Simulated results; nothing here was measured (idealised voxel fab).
The document below concerns the process module designated voxel self aligned contacts.
The cross-section shown here is cut; it is 215 nm wide and divided into square cells measuring 5 nm on a side.
Format of a cross-section: grid, square cells. Given as bands. Order: top down. Band: one or more rows of cells. Each band's line starts with the height of the band's top and of its bottom, in nm. Then come its materials from left to right, each with its width in nm. One material with "throughout" fills the band from edge to edge. "empty" is empty space. Ref level 0: as-received wafer is one material below here. Bottom band extends down with no lower bound ("0 down"). Quick explanation for "30->40": the width changes in equal steps down the rows of cells, from the first number in the band's top row to the second number in its bottom row. What does "no modification" mean for a step? It means no cell of the cross-section changed in that step. "Voids, sealed" specifies each empty space that is not open to the top and that occupies no fewer than 8 cells, using the form width x height at distance, the distance measured from the left edge and all three quantities in nm. That trailing text on a step's line, after the settings, is the simulator's own remark on the step. Among the settings permitted on a step's line is "overlay nm"; applied to a step with a mask, it specifies the extent to which the mask lay to the right of its planned position, whereas a negative figure signifies a position to the left.
**These are the steps we planned for the process**
1: RECEIVE (material Si)
2: OXIDIZE (depth nm 5)
3: DIRECTIONAL_DEP (material polySi; thk nm 25)
4: DIRECTIONAL_DEP (material SiN; thk nm 15)
5: DIRECTIONAL_DEP (material aC; thk nm 10)
6: PATTERN (tone cover; mask id GATE; material resist; width nm 25; pitch nm 50; thk nm 30; overlay nm 0)
7: DIRECTIONAL_ETCH (etch materials aC; depth nm 10)
8: STRIP (etch materials resist)
9: DIRECTIONAL_ETCH (etch materials SiN; depth nm 20)
10: DIRECTIONAL_ETCH (etch materials polySi; depth nm 25)
11: STRIP (etch materials aC)
12: CONFORMAL_DEP (material SiN; thk nm 5)
13: DIRECTIONAL_ETCH (etch materials SiN; depth nm 5)
14: FILL_DEP (material SiO2; thk nm 10)
15: CMP (height nm 50)
16: MASKED_ETCH (tone open; mask id CONTACT; width nm 35; etch materials SiO2; depth nm 55; overlay nm 0)
17: CONFORMAL_DEP (material TiN; thk nm 5)
18: FILL_DEP (material Ru; thk nm 5)
19: CMP (height nm 50)
20: CONFORMAL_DEP (material SiN; thk nm 5)
It is noted that the wafers described herein are identical at the outset and are distinguished by the thk nm of step 4; the value stated in the plan corresponds to the first wafer.
**Here's the first of the wafers in cross-section, just as we got it, i.e. after step 1**
* 0 down: Si throughout
* Voids, sealed: none
**Last step of the module is step 20; after it, the first of several wafers in cross-section**
* 55 to 50: SiN throughout
* 50 to 40: 90 SiO2, 5->15 TiN, 25->5 Ru, 5->15 TiN, 90 SiO2
* 40 to 25: 65 SiO2, 35 SiN, 5 TiN, 5 Ru, 5 TiN, 35 SiN, 65 SiO2
* 25 to 0: 65 SiO2, 5 SiN, 25 polySi, 5 SiN, 5 TiN, 5 Ru, 5 TiN, 5 SiN, 25 polySi, 5 SiN, 65 SiO2
* 0 to -5: 100 SiO2, 15 TiN, 100 SiO2
* -5 down: Si throughout
* Voids, sealed: none
**Cross-section, last wafer, module completion**
* 55 to 50: SiN throughout
* 50 to 45: 65 SiO2, 35 SiN, 5 TiN, 5 Ru, 5 TiN, 35 SiN, 65 SiO2
* 45 to 40: 65 SiO2, 35 SiN, 15 TiN, 35 SiN, 65 SiO2
* 40 to 25: SiN throughout
* 25 to 0: polySi throughout
* 0 to -5: SiO2 throughout
* -5 down: Si throughout
* Voids, sealed: none
**Row per wafer, end-of-module: cell gain (+)/loss (-) by material since the wafer came in, then closed voids**
thk nm 15; +14 Ru; -43 Si; +105 SiN; +320 SiO2; +27 TiN; +50 polySi; Voids, sealed: none
thk nm 20; +10 Ru; -43 Si; +119 SiN; +310 SiO2; +27 TiN; +50 polySi; Voids, sealed: none
thk nm 25; +3 Ru; -43 Si; +142 SiN; +147 SiO2; +9 TiN; +215 polySi; Voids, sealed: none
thk nm 30; +2 Ru; -43 Si; +171 SiN; +121 SiO2; +7 TiN; +215 polySi; Voids, sealed: none
thk nm 35; +1 Ru; -43 Si; +200 SiN; +95 SiO2; +5 TiN; +215 polySi; Voids, sealed: none
